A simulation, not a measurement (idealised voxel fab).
process module | voxel capacitor over wiring
cross-section cut | 260 nm wide | cells 5 nm
A cross-section is a grid of square cells, given in bands from the top down. A band is one or more rows of cells.
Each band's line starts with the height of the band's top and of its bottom, in nm. Then come its materials from left to right, each with its width in nm. One material with "throughout" fills the band from edge to edge. "air" is empty space.
Height 0 is the level under which the wafer as received is all one material. The lowest band goes on downwards, as in "0 down".
A width such as "30 to 40" changes by the same amount from each row of cells to the next, from the band's top row to its bottom row.
"no change" after a step means that no cell of the cross-section changed.
closed voids: empty space of 8 cells or more with no open way to the top, each as width x height at its distance from the left edge, in nm
after a step's settings: what the simulator itself notes on the step
overlay nm, on a step with a mask: how far to the right of its planned place the mask lay; to the left if negative
plan
1 op RECEIVE | material Si
2 op CONFORMAL_DEP | material SiO2 | thk nm 10
3 op CONFORMAL_DEP | material SiN | thk nm 5
4 op DIRECTIONAL_DEP | material SiO2 | thk nm 20
5 op MASKED_ETCH | tone open | mask id METAL_1 | width nm 25 | pitch nm 75 | etch materials SiO2 | depth nm 20 | overlay nm 0
6 op MASKED_ETCH | tone open | mask id METAL_1 | width nm 25 | pitch nm 75 | etch materials SiN | depth nm 5 | overlay nm 0
7 op CONFORMAL_DEP | material TiN | thk nm 5
8 op FILL_DEP | material Cu | thk nm 5
9 op CMP | height nm 35
10 op CONFORMAL_DEP | material SiCN | thk nm 5
11 op DIRECTIONAL_DEP | material SiO2 | thk nm 20
12 op DIRECTIONAL_DEP | material aC | thk nm 10
13 op PATTERN | tone open | mask id PLUG_1 | material resist | width nm 15 | thk nm 25 | overlay nm 0
14 op DIRECTIONAL_ETCH | etch materials aC | depth nm 10
15 op STRIP | etch materials resist
16 op DIRECTIONAL_ETCH | etch materials SiO2 | depth nm 20
17 op DIRECTIONAL_ETCH | etch materials SiCN | depth nm 5
18 op STRIP | etch materials aC
19 op EPI | material Ru | thk nm 10
20 op EPI | material Ru | thk nm 10
21 op EPI | material Ru | thk nm 5
22 op DIRECTIONAL_DEP | material TiN | thk nm 5
23 op DIRECTIONAL_DEP | material HfO2 | thk nm 5
24 op DIRECTIONAL_DEP | material TiN | thk nm 5
25 op PATTERN | tone cover | mask id UPPER_PLATE | material resist | width nm 55 | thk nm 20 | overlay nm 0
26 op DIRECTIONAL_ETCH | etch materials TiN | depth nm 5
27 op DIRECTIONAL_ETCH | etch materials HfO2 | depth nm 5
28 op STRIP | etch materials resist
29 op PATTERN | tone cover | mask id LOWER_PLATE | material resist | width nm 65 | thk nm 20 | overlay nm 0
30 op DIRECTIONAL_ETCH | etch materials TiN | depth nm 5
31 op STRIP | etch materials resist
32 op FILL_DEP | material SiO2 | thk nm 20
33 op CMP | height nm 90
34 op DIRECTIONAL_DEP | material aC | thk nm 15
35 op PATTERN | tone open | mask id PLUG_2 | material resist | width nm 15 | thk nm 35 | overlay nm 0
36 op DIRECTIONAL_ETCH | etch materials aC | depth nm 15
37 op STRIP | etch materials resist
38 op DIRECTIONAL_ETCH | etch materials SiO2 | depth nm 15
39 op STRIP | etch materials aC
40 op CONFORMAL_DEP | material TiN | thk nm 5
41 op FILL_DEP | material Ru | thk nm 5
42 op CMP | height nm 90
43 op CONFORMAL_DEP | material SiCN | thk nm 5
as received, after step 1
  0 down: Si throughout
  closed voids: none
first wafer at the end, as planned
  95 to 90: SiCN throughout
  90 to 80: SiO2 100 | TiN 5 | Ru 5 | TiN 5 | SiO2 145
  80 to 70: SiO2 100 to 90 | TiN 15 to 55 | SiO2 145 to 115
  70 to 65: SiO2 90 | HfO2 55 | SiO2 115
  65 to 60: SiO2 85 | TiN 65 | SiO2 110
  60 to 40: SiO2 90 | Ru 15 | SiO2 155
  40 to 35: SiCN 90 | Ru 15 | SiCN 155
  35 to 15: SiO2 80 | TiN 5 | Cu 15 | TiN 5 | SiO2 50 | TiN 5 | Cu 15 | TiN 5 | SiO2 80
  15 to 10: SiN 80 | TiN 25 | SiN 50 | TiN 25 | SiN 80
  10 to 0: SiO2 throughout
  0 down: Si throughout
  closed voids: none
second wafer at the end: like start, like plan, one mistake
  95 to 90: SiCN throughout
  90 to 80: SiO2 100 | TiN 5 | Ru 5 | TiN 5 | SiO2 145
  80 to 70: SiO2 100 to 90 | TiN 15 to 55 | SiO2 145 to 115
  70 to 65: SiO2 90 | HfO2 55 | SiO2 115
  65 to 60: Ru throughout
  60 to 40: SiO2 90 | Ru 15 | SiO2 155
  40 to 35: SiCN 90 | Ru 15 | SiCN 155
  35 to 15: SiO2 80 | TiN 5 | Cu 15 | TiN 5 | SiO2 50 | TiN 5 | Cu 15 | TiN 5 | SiO2 80
  15 to 10: SiN 80 | TiN 25 | SiN 50 | TiN 25 | SiN 80
  10 to 0: SiO2 throughout
  0 down: Si throughout
  closed voids: none
what went wrong: step 22 ran as: op DIRECTIONAL_DEP | material Ru | thk nm 5
at the end the second wafer has, in cells: 52 more of Ru | 39 fewer of SiO2 | 13 fewer of TiN
